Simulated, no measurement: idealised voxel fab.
Process module heading - voxel fin reveal
We display cut, a cross-section 210 nm in width whose square cells are each 5 nm.
In what follows, cross-sections appear as grids of square cells, described through bands that run from the top down, where every band is one or more rows of cells. Each band's line starts with the height of the band's top and of its bottom, in nm. Then come its materials from left to right, each with its width in nm. One material with "everywhere" fills the band from edge to edge. "empty" is empty space. Counting heights begins at 0, where everything beneath is, in the wafer as received, one material. The lowest band has no bottom; it goes on downwards, as "from 0 down" shows. A width given as "30 to 40" starts at the first number in the band's top row and ends at the second number in its bottom row, shifting by an equal amount at every step from row to row. When a step is marked "remains unaltered", none of the cells in the cross-section changed during that step. Any empty space of 8 cells or more lacking an open way to the top shows up in "Voids, enclosed" as width x height at distance, distance from the left edge, in nm. Post-settings text on a step line: simulator's own remark regarding the step. overlay nm, on a step with a mask: how far to the right of its planned place the mask lay; to the left if negative.

# List of planned process steps
1) RECEIVE: material Si
2) CONFORMAL_DEP: material SiN, thk nm 5
3) PATTERN: tone cover, mask id FINS, material resist, width nm 15, pitch nm 45, thk nm 15, overlay nm -15
4) DIRECTIONAL_ETCH: etch materials SiN, depth nm 5
5) DIRECTIONAL_ETCH: etch materials Si, depth nm 35
6) STRIP: etch materials resist
7) FILL_DEP: material SiO2, thk nm 15
8) CMP: height nm 5
9) SELECTIVE_ETCH: etch materials SiO2, depth nm 30
10) STRIP: etch materials SiN
11) CONFORMAL_DEP: material HfO2, thk nm 5
Wafer-to-wafer difference: overlay nm, step 3. Common start. Plan = first wafer's value.

# So this is the first of several wafers, cross-sectioned as it came to us, meaning it's at the end of step 1
- from 0 down  Si everywhere
- Voids, enclosed: none

# The rows of the table below are wafers. Looking at the end of the module, a row counts, for every material, the cells the wafer has gained, shown as (+), or lost, shown as (-), since it was received; its closed voids come next
overlay nm -15, +72 HfO2, -231 Si, +66 SiO2, Voids, enclosed: none
overlay nm -10, +72 HfO2, -231 Si, +66 SiO2, Voids, enclosed: none
overlay nm -5, +72 HfO2, -231 Si, +66 SiO2, Voids, enclosed: none
overlay nm 0, +72 HfO2, -231 Si, +66 SiO2, Voids, enclosed: none
overlay nm 5, +72 HfO2, -231 Si, +66 SiO2, Voids, enclosed: none
overlay nm 10, +72 HfO2, -231 Si, +66 SiO2, Voids, enclosed: none
overlay nm 15, +72 HfO2, -231 Si, +66 SiO2, Voids, enclosed: none
